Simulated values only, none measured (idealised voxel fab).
process module | voxel capacitor over wiring
cross-section cut | 250 nm wide | cells 5 nm
A cross-section is a grid of square cells, given in bands from the top down. A band is one or more rows of cells.
Each band's line starts with the height of the band's top and of its bottom, in nm. Then come its materials from left to right, each with its width in nm. One material with "throughout" fills the band from edge to edge. "air" is empty space.
Height 0 is the level under which the wafer as received is all one material. The lowest band goes on downwards, as in "0 down".
A width such as "30 to 40" changes by the same amount from each row of cells to the next, from the band's top row to its bottom row.
"no change" after a step means that no cell of the cross-section changed.
closed voids: empty space of 8 cells or more with no open way to the top, each as width x height at its distance from the left edge, in nm
after a step's settings: what the simulator itself notes on the step
overlay nm, on a step with a mask: how far to the right of its planned place the mask lay; to the left if negative
plan
1 op RECEIVE | material Si
2 op CONFORMAL_DEP | material SiO2 | thk nm 10
3 op DIRECTIONAL_DEP | material TiN | thk nm 5
4 op DIRECTIONAL_DEP | material W | thk nm 15
5 op DIRECTIONAL_DEP | material aC | thk nm 15
6 op PATTERN | tone cover | mask id METAL_1 | material resist | width nm 20 | pitch nm 70 | thk nm 30 | overlay nm 0
7 op DIRECTIONAL_ETCH | etch materials aC | depth nm 15
8 op STRIP | etch materials resist
9 op DIRECTIONAL_ETCH | etch materials W | depth nm 15
10 op DIRECTIONAL_ETCH | etch materials TiN | depth nm 5
11 op STRIP | etch materials aC
12 op FILL_DEP | material lowk | thk nm 5
13 op CMP | height nm 30
14 op CONFORMAL_DEP | material SiCN | thk nm 5
15 op DIRECTIONAL_DEP | material lowk | thk nm 10
16 op DIRECTIONAL_DEP | material aC | thk nm 15
17 op PATTERN | tone open | mask id PLUG_1 | material resist | width nm 15 | thk nm 35 | overlay nm 0
18 op DIRECTIONAL_ETCH | etch materials aC | depth nm 15
19 op STRIP | etch materials resist
20 op DIRECTIONAL_ETCH | etch materials lowk | depth nm 10
21 op DIRECTIONAL_ETCH | etch materials SiCN | depth nm 5
22 op STRIP | etch materials aC
23 op CONFORMAL_DEP | material TiN | thk nm 5
24 op FILL_DEP | material Ru | thk nm 10
25 op CMP | height nm 45
26 op DIRECTIONAL_DEP | material TiN | thk nm 10
27 op DIRECTIONAL_DEP | material Al2O3 | thk nm 5
28 op DIRECTIONAL_DEP | material TiN | thk nm 5
29 op PATTERN | tone cover | mask id UPPER_PLATE | material resist | width nm 55 | thk nm 20 | overlay nm 0
30 op DIRECTIONAL_ETCH | etch materials TiN | depth nm 5
31 op DIRECTIONAL_ETCH | etch materials Al2O3 | depth nm 5
32 op STRIP | etch materials resist
33 op PATTERN | tone cover | mask id LOWER_PLATE | material resist | width nm 65 | thk nm 20 | overlay nm 0
34 op DIRECTIONAL_ETCH | etch materials TiN | depth nm 10
35 op STRIP | etch materials resist
36 op FILL_DEP | material SiO2 | thk nm 20
37 op CMP | height nm 80
38 op MASKED_ETCH | tone open | mask id PLUG_2 | width nm 15 | etch materials SiO2 | depth nm 15 | overlay nm 0
39 op CONFORMAL_DEP | material TiN | thk nm 5
40 op FILL_DEP | material W | thk nm 5
41 op CMP | height nm 80
42 op CONFORMAL_DEP | material SiCN | thk nm 5
as received, after step 1
  0 down: Si throughout
  closed voids: none
a wafer at the end: this start, this plan, one mistake
  85 to 80: SiCN throughout
  80 to 70: W 90 | TiN 5 | SiO2 15 | TiN 5 | W 135
  70 to 65: TiN 95 | SiO2 15 | TiN 140
  65 to 60: SiO2 85 | TiN 55 | SiO2 110
  60 to 55: SiO2 85 | Al2O3 55 | SiO2 110
  55 to 45: SiO2 80 | TiN 65 | SiO2 105
  45 to 35: lowk 85 | TiN 5 | Ru 5 | TiN 5 | lowk 150
  35 to 30: SiCN 85 | TiN 15 | SiCN 150
  30 to 15: lowk 80 | W 20 | lowk 50 | W 20 | lowk 80
  15 to 10: lowk 80 | TiN 20 | lowk 50 | TiN 20 | lowk 80
  10 to 0: SiO2 throughout
  0 down: Si throughout
  closed voids: none
what went wrong: step 38 ran as: op MASKED_ETCH | tone cover | mask id PLUG_2 | width nm 15 | etch materials SiO2 | depth nm 15 | overlay nm 0
